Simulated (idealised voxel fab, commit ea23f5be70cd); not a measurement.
Documented hereafter: the process module known as voxel wiring stack.
Shown is cross-section cut, with a width of 250 nm and square cells of size 5 nm.
In what follows, cross-sections appear as grids of square cells, described through bands that run from the top down, where every band is one or more rows of cells. Band: top height; bottom height; in nm. Then, left to right: material with width in nm, for each material. "throughout": a single material spanning edge to edge. "air": empty space. For the purposes of this specification, 0 denotes the height below which the wafer in its as-received condition is composed wholly of one material, and the lowermost band, lacking a lower limit, extends downward without end, as expressed in "0..down". Quick explanation for "30 to 40": the width changes in equal steps down the rows of cells, from the first number in the band's top row to the second number in its bottom row. You'll sometimes find "nothing changed" written for a step, and that's the way of saying that nowhere in the cross-section did a cell change during that step. Voids not open to the top, 8 cells minimum: see "Enclosed internal cavities". Written width x height at distance; distance is from the left edge; nm. What comes after the settings on a step's line is commentary from the simulator itself on that step. The "overlay nm" setting may appear on a step's line; for a step that uses a mask, it gives how far to the right of its planned position the mask lay, and a negative value indicates the left.
Listed below are the process steps as planned
1 RECEIVE (material Si)
2 CONFORMAL_DEP (material SiO2; thk nm 10)
3 CONFORMAL_DEP (material SiN; thk nm 5)
4 DIRECTIONAL_DEP (material SiO2; thk nm 20)
5 DIRECTIONAL_DEP (material aC; thk nm 10)
6 PATTERN (tone open; mask id METAL_1; material resist; width nm 20; pitch nm 40; thk nm 25; overlay nm 0)
7 DIRECTIONAL_ETCH (etch materials aC; depth nm 10)
8 STRIP (etch materials resist)
9 DIRECTIONAL_ETCH (etch materials SiO2; depth nm 20)
10 DIRECTIONAL_ETCH (etch materials SiN; depth nm 5)
11 STRIP (etch materials aC)
12 CONFORMAL_DEP (material TiN; thk nm 5)
13 FILL_DEP (material Cu; thk nm 5)
14 CMP (height nm 35)
15 CONFORMAL_DEP (material SiCN; thk nm 5)
16 DIRECTIONAL_DEP (material lowk; thk nm 30)
17 MASKED_ETCH (tone open; mask id METAL_2; width nm 20; pitch nm 40; etch materials lowk; depth nm 20; overlay nm 0)
18 PATTERN (tone open; mask id METAL_2_HOLES; material resist; width nm 15; pitch nm 40; thk nm 20; overlay nm 0)
19 DIRECTIONAL_ETCH (etch materials lowk; depth nm 10)
20 DIRECTIONAL_ETCH (etch materials SiCN; depth nm 5)
21 STRIP (etch materials resist)
22 CONFORMAL_DEP (material TiN; thk nm 5)
23 FILL_DEP (material Cu; thk nm 10)
24 CMP (height nm 70)
25 CONFORMAL_DEP (material SiCN; thk nm 5)
26 DIRECTIONAL_DEP (material lowk; thk nm 10)
27 DIRECTIONAL_DEP (material aC; thk nm 15)
28 PATTERN (tone open; mask id PLUG_2; material resist; width nm 15; thk nm 35; overlay nm 0)
29 DIRECTIONAL_ETCH (etch materials aC; depth nm 15)
30 STRIP (etch materials resist)
31 DIRECTIONAL_ETCH (etch materials lowk; depth nm 10)
32 DIRECTIONAL_ETCH (etch materials SiCN; depth nm 5)
33 STRIP (etch materials aC)
34 EPI (material Ru; thk nm 10)
35 EPI (material Ru; thk nm 5)
36 CONFORMAL_DEP (material SiCN; thk nm 5)
37 DIRECTIONAL_DEP (material lowk; thk nm 20)
38 PATTERN (tone open; mask id METAL_3; material resist; width nm 20; pitch nm 40; thk nm 15; overlay nm 0)
39 DIRECTIONAL_ETCH (etch materials lowk; depth nm 20)
40 DIRECTIONAL_ETCH (etch materials SiCN; depth nm 5)
41 STRIP (etch materials resist)
42 CONFORMAL_DEP (material TiN; thk nm 5)
43 FILL_DEP (material Cu; thk nm 5)
44 CMP (height nm 110)
45 EPI (material Ru; thk nm 5)
46 FILL_DEP (material SiCN; thk nm 5)
47 DIRECTIONAL_DEP (material SiO2; thk nm 10)
48 DIRECTIONAL_DEP (material aC; thk nm 10)
49 PATTERN (tone open; mask id PLUG_3; material resist; width nm 15; pitch nm 40; thk nm 30; overlay nm 0)
50 DIRECTIONAL_ETCH (etch materials aC; depth nm 10)
51 STRIP (etch materials resist)
52 DIRECTIONAL_ETCH (etch materials SiO2; depth nm 10)
53 DIRECTIONAL_ETCH (etch materials SiCN; depth nm 5)
54 STRIP (etch materials aC)
55 EPI (material Ru; thk nm 10)
56 EPI (material Ru; thk nm 5)
57 CONFORMAL_DEP (material SiN; thk nm 5)
58 DIRECTIONAL_DEP (material SiO2; thk nm 15)
59 MASKED_ETCH (tone open; mask id METAL_4; width nm 20; pitch nm 40; etch materials SiO2; depth nm 15; overlay nm 0)
60 MASKED_ETCH (tone open; mask id METAL_4; width nm 20; pitch nm 40; etch materials SiN; depth nm 5; overlay nm 0)
61 CONFORMAL_DEP (material TiN; thk nm 5)
62 FILL_DEP (material W; thk nm 10)
63 CMP (height nm 150)
64 EPI (material Ru; thk nm 5)
65 FILL_DEP (material SiCN; thk nm 5)
Quick note for whoever runs this: the wafers start identical, but the thk nm at step 25 isn't the same across them. The plan just shows what the first wafer had.
Received wafers, first of several: cross-section after step 1
- 0..down = Si throughout
- Enclosed internal cavities: none
End of module: cross-section of the first of several wafers after step 65, the last step
- 160..155 = SiCN throughout
- 155..150 = SiCN 90; Ru 30; SiCN 10; Ru 30; SiCN 90
- 150..135 = SiO2 95; TiN 5; W 10; TiN 5; SiO2 20; TiN 5; W 10; TiN 5; SiO2 95
- 135..130 = SiN 95; TiN 20; SiN 20; TiN 20; SiN 95
- 130..120 = SiO2 95; Ru 15; SiO2 25; Ru 15; SiO2 100
- 120..110 = SiCN 95 to 90; Ru 15 to 30; SiCN 25 to 10; Ru 15 to 30; SiCN 100 to 90
- 110..90 = lowk 95; TiN 5; Cu 10; TiN 5; lowk 20; TiN 5; Cu 10; TiN 5; lowk 95
- 90..85 = SiCN 95; TiN 20; SiCN 20; TiN 20; SiCN 95
- 85..75 = lowk 95; Ru 15; lowk 140
- 75..70 = SiCN 95; Ru 15; SiCN 140
- 70..55 = lowk 95; TiN 5; Cu 10; TiN 5; lowk 20; TiN 5; Cu 10; TiN 5; lowk 95
- 55..50 = lowk 95; TiN 5; Cu 5; TiN 10; lowk 20; TiN 5; Cu 5; TiN 10; lowk 95
- 50..40 = lowk 95; TiN 5; Cu 5; TiN 5; lowk 25; TiN 5; Cu 5; TiN 5; lowk 100
- 40..35 = SiCN 95; TiN 15; SiCN 25; TiN 15; SiCN 100
- 35..15 = SiO2 95; TiN 5; Cu 10; TiN 5; SiO2 20; TiN 5; Cu 10; TiN 5; SiO2 95
- 15..10 = SiN 95; TiN 20; SiN 20; TiN 20; SiN 95
- 10..0 = SiO2 throughout
- 0..down = Si throughout
- Enclosed internal cavities: none
Showing the last wafer in cross-section at the end of the module
- 160..155 = SiCN throughout
- 155..150 = SiCN 90; Ru 30; SiCN 10; Ru 30; SiCN 90
- 150..135 = SiO2 95; TiN 5; W 10; TiN 5; SiO2 20; TiN 5; W 10; TiN 5; SiO2 95
- 135..130 = SiN 95; TiN 20; SiN 20; TiN 20; SiN 95
- 130..120 = SiO2 95; Ru 15; SiO2 25; Ru 15; SiO2 100
- 120..110 = SiCN 95 to 90; Ru 15 to 30; SiCN 25 to 10; Ru 15 to 30; SiCN 100 to 90
- 110..105 = lowk 95; TiN 5; Cu 10; TiN 5; lowk 20; TiN 5; Cu 10; TiN 5; lowk 95
- 105..100 = SiCN 95; TiN 20; SiCN 20; TiN 20; SiCN 95
- 100..90 = lowk 95; SiCN 5; TiN 5; SiCN 5; lowk 140
- 90..85 = SiCN 100; TiN 5; SiCN 145
- 85..70 = SiCN throughout
- 70..55 = lowk 95; TiN 5; Cu 10; TiN 5; lowk 20; TiN 5; Cu 10; TiN 5; lowk 95
- 55..50 = lowk 95; TiN 5; Cu 5; TiN 10; lowk 20; TiN 5; Cu 5; TiN 10; lowk 95
- 50..40 = lowk 95; TiN 5; Cu 5; TiN 5; lowk 25; TiN 5; Cu 5; TiN 5; lowk 100
- 40..35 = SiCN 95; TiN 15; SiCN 25; TiN 15; SiCN 100
- 35..15 = SiO2 95; TiN 5; Cu 10; TiN 5; SiO2 20; TiN 5; Cu 10; TiN 5; SiO2 95
- 15..10 = SiN 95; TiN 20; SiN 20; TiN 20; SiN 95
- 10..0 = SiO2 throughout
- 0..down = Si throughout
- Enclosed internal cavities: none
Each wafer at the end: cells of each material gained (+) or lost (-) since it was received, then its closed voids
thk nm 5 | +50 Cu | +51 Ru | +303 SiCN | +84 SiN | +482 SiO2 | +100 TiN | +12 W | +518 lowk | Enclosed internal cavities: none
thk nm 10 | +46 Cu | +42 Ru | +359 SiCN | +84 SiN | +482 SiO2 | +99 TiN | +12 W | +476 lowk | Enclosed internal cavities: none
thk nm 15 | +42 Cu | +42 Ru | +409 SiCN | +84 SiN | +482 SiO2 | +95 TiN | +12 W | +434 lowk | Enclosed internal cavities: none
thk nm 20 | +38 Cu | +42 Ru | +459 SiCN | +84 SiN | +482 SiO2 | +91 TiN | +12 W | +392 lowk | Enclosed internal cavities: none
